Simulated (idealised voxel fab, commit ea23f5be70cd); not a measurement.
process module | voxel capacitor over wiring
cross-section cut | 245 nm wide | cells 5 nm
A cross-section is a grid of square cells, given in bands from the top down. A band is one or more rows of cells.
Each band's line starts with the height of the band's top and of its bottom, in nm. Then come its materials from left to right, each with its width in nm. One material with "throughout" fills the band from edge to edge. "air" is empty space.
Height 0 is the level under which the wafer as received is all one material. The lowest band goes on downwards, as in "0 down".
A width such as "30 to 40" changes by the same amount from each row of cells to the next, from the band's top row to its bottom row.
"no change" after a step means that no cell of the cross-section changed.
closed voids: empty space of 8 cells or more with no open way to the top, each as width x height at its distance from the left edge, in nm
after a step's settings: what the simulator itself notes on the step
overlay nm, on a step with a mask: how far to the right of its planned place the mask lay; to the left if negative
plan
1 op RECEIVE | material Si
2 op CONFORMAL_DEP | material SiO2 | thk nm 15
3 op DIRECTIONAL_DEP | material TiN | thk nm 5
4 op DIRECTIONAL_DEP | material Ru | thk nm 20
5 op PATTERN | tone cover | mask id METAL_1 | material resist | width nm 25 | pitch nm 75 | thk nm 20 | overlay nm 0
6 op DIRECTIONAL_ETCH | etch materials Ru | depth nm 20
7 op DIRECTIONAL_ETCH | etch materials TiN | depth nm 5
8 op STRIP | etch materials resist
9 op CONFORMAL_DEP | material SiCN | thk nm 5
10 op FILL_DEP | material SiO2 | thk nm 10
11 op CMP | height nm 40
12 op CONFORMAL_DEP | material SiCN | thk nm 5
13 op DIRECTIONAL_DEP | material lowk | thk nm 20
14 op MASKED_ETCH | tone open | mask id PLUG_1 | width nm 15 | etch materials lowk | depth nm 20 | overlay nm 0
15 op MASKED_ETCH | tone open | mask id PLUG_1 | width nm 15 | etch materials SiCN | depth nm 5 | overlay nm 0
16 op EPI | material Ru | thk nm 10
17 op EPI | material Ru | thk nm 10
18 op EPI | material Ru | thk nm 5
19 op DIRECTIONAL_DEP | material TiN | thk nm 10
20 op DIRECTIONAL_DEP | material SiN | thk nm 5
21 op DIRECTIONAL_DEP | material TiN | thk nm 5
22 op MASKED_ETCH | tone cover | mask id UPPER_PLATE | width nm 55 | etch materials TiN | depth nm 5 | overlay nm 0
23 op MASKED_ETCH | tone cover | mask id UPPER_PLATE | width nm 55 | etch materials SiN | depth nm 5 | overlay nm -15
24 op MASKED_ETCH | tone cover | mask id LOWER_PLATE | width nm 65 | etch materials TiN | depth nm 10 | overlay nm 0
25 op FILL_DEP | material SiO2 | thk nm 15
26 op CMP | height nm 95
27 op DIRECTIONAL_DEP | material aC | thk nm 10
28 op PATTERN | tone open | mask id PLUG_2 | material resist | width nm 15 | thk nm 25 | overlay nm 0
29 op DIRECTIONAL_ETCH | etch materials aC | depth nm 10
30 op STRIP | etch materials resist
31 op DIRECTIONAL_ETCH | etch materials SiO2 | depth nm 10
32 op STRIP | etch materials aC
33 op CONFORMAL_DEP | material TiN | thk nm 5
34 op FILL_DEP | material Cu | thk nm 10
35 op CMP | height nm 95
36 op CONFORMAL_DEP | material SiN | thk nm 5
varied across the wafers: overlay nm of step 23. The plan shows the first wafer's value. All wafers start alike
first wafer as received, after step 1
  0 down: Si throughout
  closed voids: none
each wafer at the end: cells of each material gained (+) or lost (-) since it was received, then its closed voids
overlay nm -15 | +1 Cu | +55 Ru | +101 SiCN | +63 SiN | +520 SiO2 | +56 TiN | +184 lowk | closed voids: none
overlay nm -10 | +1 Cu | +55 Ru | +101 SiCN | +62 SiN | +523 SiO2 | +54 TiN | +184 lowk | closed voids: none
overlay nm -5 | +1 Cu | +55 Ru | +101 SiCN | +61 SiN | +526 SiO2 | +52 TiN | +184 lowk | closed voids: none
overlay nm 0 | +1 Cu | +55 Ru | +101 SiCN | +60 SiN | +527 SiO2 | +52 TiN | +184 lowk | closed voids: none
overlay nm 5 | +1 Cu | +55 Ru | +101 SiCN | +61 SiN | +526 SiO2 | +52 TiN | +184 lowk | closed voids: none
overlay nm 10 | +1 Cu | +55 Ru | +101 SiCN | +62 SiN | +523 SiO2 | +54 TiN | +184 lowk | closed voids: none
overlay nm 15 | +1 Cu | +55 Ru | +101 SiCN | +63 SiN | +520 SiO2 | +56 TiN | +184 lowk | closed voids: none
